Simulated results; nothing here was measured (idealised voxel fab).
Proc. module: voxel transistor to metal
Cross-section cut spans 295 nm and uses square cells 5 nm in size.
Square cells in a grid make up a cross-section in this document, and the grid is given as bands, listed from the top down, each one or more rows of cells.
Each band's line starts with the height of the band's top and of its bottom, in nm. Then come its materials from left to right, each with its width in nm. One material with "full width" fills the band from edge to edge. "air" is empty space.
It should be noted that heights are counted from 0, beneath which the wafer as supplied is of one material throughout, and that the lowest band possesses no lower boundary but continues downward, as written in "0 down".
It should be noted that a width expressed as "30 to 40" varies in equal increments from row to row of cells within the band, taking the value of the first number at the top row and that of the second number at the bottom row.
Where a step carries "remained unchanged", the cross-section came out of it unchanged, cell for cell.
Under "Sealed void listing" you'll find the enclosed gaps, the ones with no way out to the top, that are 8 cells or bigger; each reads width x height at distance, with distance counted from the left edge, everything in nm.
Step line, after settings: the simulator's comment on this step.
When a step includes a mask, the "overlay nm" setting on its line states how far to the right of its planned place that mask lay, and negative values state how far to the left.

This section lists the process steps that were planned
| 1 | RECEIVE [material Si] |
| 2 | CONFORMAL_DEP [material SiO2] [thk nm 5] |
| 3 | CONFORMAL_DEP [material SiN] [thk nm 10] |
| 4 | PATTERN [tone cover] [mask id ACTIVE] [material resist] [width nm 110] [pitch nm 140] [thk nm 20] [overlay nm 0] |
| 5 | DIRECTIONAL_ETCH [etch materials SiN] [depth nm 10] |
| 6 | DIRECTIONAL_ETCH [etch materials SiO2] [depth nm 5] |
| 7 | DIRECTIONAL_ETCH [etch materials Si] [depth nm 35] |
| 8 | STRIP [etch materials resist] |
| 9 | FILL_DEP [material SiO2] [thk nm 10] |
| 10 | CMP [height nm 15] |
| 11 | SELECTIVE_ETCH [etch materials SiO2] [depth nm 5] |
| 12 | STRIP [etch materials SiN] |
| 13 | SELECTIVE_ETCH [etch materials SiO2] [depth nm 5] |
| 14 | OXIDIZE [depth nm 5] |
| 15 | DIRECTIONAL_DEP [material polySi] [thk nm 25] |
| 16 | DIRECTIONAL_DEP [material SiCN] [thk nm 15] |
| 17 | PATTERN [tone cover] [mask id GATE] [material resist] [width nm 30] [pitch nm 140] [thk nm 20] [overlay nm 0] |
| 18 | DIRECTIONAL_ETCH [etch materials SiCN] [depth nm 25] |
| 19 | DIRECTIONAL_ETCH [etch materials polySi] [depth nm 35] |
| 20 | STRIP [etch materials resist] |
| 21 | CONFORMAL_DEP [material SiO2] [thk nm 5] |
| 22 | DIRECTIONAL_ETCH [etch materials SiO2] [depth nm 5] |
| 23 | CONFORMAL_DEP [material SiN] [thk nm 10] |
| 24 | DIRECTIONAL_ETCH [etch materials SiN] [depth nm 10] |
| 25 | DIRECTIONAL_ETCH [etch materials SiO2] [depth nm 5] |
| 26 | DIRECTIONAL_ETCH [etch materials Si] [depth nm 10] |
| 27 | EPI [material nSi] [thk nm 10] |
| 28 | FILL_DEP [material SiO2] [thk nm 10] |
| 29 | CMP [height nm 25] |
| 30 | STRIP [etch materials polySi] |
| 31 | SELECTIVE_ETCH [etch materials SiO2] [depth nm 5] |
| 32 | CONFORMAL_DEP [material HfO2] [thk nm 5] |
| 33 | CONFORMAL_DEP [material TiN] [thk nm 5] |
| 34 | FILL_DEP [material W] [thk nm 10] |
| 35 | CMP [height nm 20] |
| 36 | DIRECTIONAL_DEP [material SiO2] [thk nm 15] |
| 37 | PATTERN [tone open] [mask id CONTACT] [material resist] [width nm 15] [thk nm 15] [overlay nm 0] |
| 38 | DIRECTIONAL_ETCH [etch materials SiO2] [depth nm 30] |
| 39 | STRIP [etch materials resist] |
| 40 | CONFORMAL_DEP [material TiN] [thk nm 5] |
| 41 | FILL_DEP [material W] [thk nm 5] |
| 42 | CMP [height nm 35] |
| 43 | DIRECTIONAL_DEP [material TiN] [thk nm 5] |
| 44 | DIRECTIONAL_DEP [material W] [thk nm 20] |
| 45 | DIRECTIONAL_DEP [material aC] [thk nm 10] |
| 46 | PATTERN [tone cover] [mask id METAL_1] [material resist] [width nm 15] [thk nm 25] [overlay nm 0] |
| 47 | DIRECTIONAL_ETCH [etch materials aC] [depth nm 10] |
| 48 | STRIP [etch materials resist] |
| 49 | DIRECTIONAL_ETCH [etch materials W] [depth nm 20] |
| 50 | DIRECTIONAL_ETCH [etch materials TiN] [depth nm 5] |
| 51 | STRIP [etch materials aC] |
| 52 | FILL_DEP [material lowk] [thk nm 10] |
| 53 | CMP [height nm 60] |
| 54 | CONFORMAL_DEP [material SiCN] [thk nm 5] |
| 55 | DIRECTIONAL_DEP [material lowk] [thk nm 35] |
| 56 | MASKED_ETCH [tone open] [mask id METAL_2] [width nm 15] [pitch nm 140] [etch materials lowk] [depth nm 20] [overlay nm 0] |
| 57 | PATTERN [tone open] [mask id METAL_2_HOLES] [material resist] [width nm 15] [pitch nm 140] [thk nm 20] [overlay nm 0] |
| 58 | DIRECTIONAL_ETCH [etch materials lowk] [depth nm 15] |
| 59 | DIRECTIONAL_ETCH [etch materials SiCN] [depth nm 5] |
| 60 | STRIP [etch materials resist] |
| 61 | CONFORMAL_DEP [material TiN] [thk nm 5] |
| 62 | FILL_DEP [material Ru] [thk nm 5] |
| 63 | CMP [height nm 100] |
| 64 | CONFORMAL_DEP [material SiCN] [thk nm 5] |

Wafer as received: cross-section following step 1
    0 down | Si full width
    Sealed void listing: none

Same starting wafer, same plan as above, one mistake in the execution; this is the cross-section at the end of the module
    105 to 100 | SiCN full width
    100 to 65 | 25 nm lowk, then 5 nm TiN, then 5 nm Ru, then 5 nm TiN, then 125 nm lowk, then 5 nm TiN, then 5 nm Ru, then 5 nm TiN, then 115 nm lowk
    65 to 60 | 25 nm SiCN, then 15 nm TiN, then 125 nm SiCN, then 15 nm TiN, then 115 nm SiCN
    60 to 40 | 25 nm lowk, then 15 nm W, then 70 nm lowk, then 15 nm W, then 40 nm lowk, then 15 nm W, then 70 nm lowk, then 15 nm W, then 30 nm lowk
    40 to 35 | 25 nm lowk, then 15 nm TiN, then 70 nm lowk, then 15 nm TiN, then 40 nm lowk, then 15 nm TiN, then 70 nm lowk, then 15 nm TiN, then 30 nm lowk
    35 to 20 | 25 nm SiO2, then 5 nm TiN, then 5 nm W, then 5 nm TiN, then 70 nm SiO2, then 5 nm TiN, then 5 nm W, then 5 nm TiN, then 40 nm SiO2, then 5 nm TiN, then 5 nm W, then 5 nm TiN, then 70 nm SiO2, then 5 nm TiN, then 5 nm W, then 5 nm TiN, then 30 nm SiO2
    20 to 10 | 25 nm SiO2, then 5 nm TiN, then 5 nm W, then 5 nm TiN, then 5 nm SiO2, then 10 nm SiN, then 5 nm HfO2, then 5 nm TiN, then 20 nm W, then 5 nm TiN, then 5 nm HfO2, then 10 nm SiN, then 5 nm SiO2, then 5 nm TiN, then 5 nm W, then 5 nm TiN, then 40 nm SiO2, then 5 nm TiN, then 5 nm W, then 5 nm TiN, then 5 nm SiO2, then 10 nm SiN, then 5 nm HfO2, then 5 nm TiN, then 20 nm W, then 5 nm TiN, then 5 nm HfO2, then 10 nm SiN, then 5 nm SiO2, then 5 nm TiN, then 5 nm W, then 5 nm TiN, then 30 nm SiO2
    10 to 5 | 25 nm SiO2, then 15 nm TiN, then 5 nm SiO2, then 10 nm SiN, then 5 nm HfO2, then 5 nm TiN, then 20 nm W, then 5 nm TiN, then 5 nm HfO2, then 10 nm SiN, then 5 nm SiO2, then 15 nm TiN, then 40 nm SiO2, then 15 nm TiN, then 5 nm SiO2, then 10 nm SiN, then 5 nm HfO2, then 5 nm TiN, then 20 nm W, then 5 nm TiN, then 5 nm HfO2, then 10 nm SiN, then 5 nm SiO2, then 15 nm TiN, then 30 nm SiO2
    5 to 0 | 15 nm SiO2, then 10 nm SiN, then 10 nm SiO2, then 10 nm nSi, then 10 nm SiN, then 5 nm HfO2, then 30 nm TiN, then 5 nm HfO2, then 10 nm SiN, then 10 nm nSi, then 10 nm SiO2, then 10 nm SiN, then 20 nm SiO2, then 10 nm SiN, then 10 nm SiO2, then 10 nm nSi, then 10 nm SiN, then 5 nm HfO2, then 30 nm TiN, then 5 nm HfO2, then 10 nm SiN, then 10 nm nSi, then 10 nm SiO2, then 10 nm SiN, then 20 nm SiO2
    0 to -5 | 25 nm SiO2, then 20 nm nSi, then 10 nm SiO2, then 40 nm HfO2, then 10 nm SiO2, then 20 nm nSi, then 40 nm SiO2, then 20 nm nSi, then 10 nm SiO2, then 40 nm HfO2, then 10 nm SiO2, then 20 nm nSi, then 30 nm SiO2
    -5 to -10 | 25 nm SiO2, then 20 nm nSi, then 60 nm Si, then 20 nm nSi, then 40 nm SiO2, then 20 nm nSi, then 60 nm Si, then 20 nm nSi, then 30 nm SiO2
    -10 to -15 | 20 nm SiO2, then 5 nm Si, then 20 nm nSi, then 60 nm Si, then 20 nm nSi, then 5 nm Si, then 30 nm SiO2, then 5 nm Si, then 20 nm nSi, then 60 nm Si, then 20 nm nSi, then 5 nm Si, then 25 nm SiO2
    -15 to -35 | 20 nm SiO2, then 110 nm Si, then 30 nm SiO2, then 110 nm Si, then 25 nm SiO2
    -35 down | Si full width
    Sealed void listing: none
Nonconformance to the process plan: deviation from plan: step 12 and step 11 executed in one another's positions
